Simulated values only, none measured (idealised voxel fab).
process module | voxel gate over fins
cross-section cut | 265 nm wide | cells 5 nm
A cross-section is a grid of square cells, given in bands from the top down. A band is one or more rows of cells.
Each band's line starts with the height of the band's top and of its bottom, in nm. Then come its materials from left to right, each with its width in nm. One material with "throughout" fills the band from edge to edge. "air" is empty space.
Height 0 is the level under which the wafer as received is all one material. The lowest band goes on downwards, as in "0 down".
A width such as "30 to 40" changes by the same amount from each row of cells to the next, from the band's top row to its bottom row.
"no change" after a step means that no cell of the cross-section changed.
closed voids: empty space of 8 cells or more with no open way to the top, each as width x height at its distance from the left edge, in nm
after a step's settings: what the simulator itself notes on the step
overlay nm, on a step with a mask: how far to the right of its planned place the mask lay; to the left if negative
plan
1 op RECEIVE | material Si
2 op CONFORMAL_DEP | material SiN | thk nm 10
3 op MASKED_ETCH | tone cover | mask id FINS | width nm 15 | pitch nm 45 | etch materials SiN | depth nm 10 | overlay nm 0
4 op MASKED_ETCH | tone cover | mask id FINS | width nm 15 | pitch nm 45 | etch materials Si | depth nm 40 | overlay nm 0
5 op FILL_DEP | material SiO2 | thk nm 5
6 op CMP | height nm 10
7 op SELECTIVE_ETCH | etch materials SiO2 | depth nm 25
8 op STRIP | etch materials SiN
9 op CONFORMAL_DEP | material HfO2 | thk nm 5
10 op CONFORMAL_DEP | material TiN | thk nm 5
11 op FILL_DEP | material W | thk nm 15
12 op CMP | height nm 20
13 op CONFORMAL_DEP | material SiCN | thk nm 10
as received, after step 1
  0 down: Si throughout
  closed voids: none
a wafer at the end: this start, this plan, one mistake
  30 to 20: SiCN throughout
  20 to 10: W throughout
  10 to 5: W 70 | TiN 35 | W 10 | TiN 35 | W 10 | TiN 35 | W 70
  5 to 0: W 70 | TiN 5 | HfO2 25 | TiN 5 | W 10 | TiN 5 | HfO2 25 | TiN 5 | W 10 | TiN 5 | HfO2 25 | TiN 5 | W 70
  0 to -5: W 70 | TiN 5 | HfO2 5 | Si 15 | HfO2 5 | TiN 5 | W 10 | TiN 5 | HfO2 5 | Si 15 | HfO2 5 | TiN 5 | W 10 | TiN 5 | HfO2 5 | Si 15 | HfO2 5 | TiN 5 | W 70
  -5 to -10: TiN 65 | W 5 | TiN 5 | HfO2 5 | Si 15 | HfO2 5 | TiN 5 | W 10 | TiN 5 | HfO2 5 | Si 15 | HfO2 5 | TiN 5 | W 10 | TiN 5 | HfO2 5 | Si 15 | HfO2 5 | TiN 5 | W 5 | TiN 65
  -10 to -15: HfO2 60 | TiN 5 | W 5 | TiN 5 | HfO2 5 | Si 15 | HfO2 5 | TiN 5 | W 10 | TiN 5 | HfO2 5 | Si 15 | HfO2 5 | TiN 5 | W 10 | TiN 5 | HfO2 5 | Si 15 | HfO2 5 | TiN 5 | W 5 | TiN 5 | HfO2 60
  -15 to -20: SiO2 55 | HfO2 5 | TiN 15 | HfO2 5 | Si 15 | HfO2 5 | TiN 20 | HfO2 5 | Si 15 | HfO2 5 | TiN 20 | HfO2 5 | Si 15 | HfO2 5 | TiN 15 | HfO2 5 | SiO2 55
  -20 to -25: SiO2 55 | HfO2 25 | Si 15 | HfO2 30 | Si 15 | HfO2 30 | Si 15 | HfO2 25 | SiO2 55
  -25 to -40: SiO2 80 | Si 15 | SiO2 30 | Si 15 | SiO2 30 | Si 15 | SiO2 80
  -40 down: Si throughout
  closed voids: none
what went wrong: steps 7 and 8 were swapped
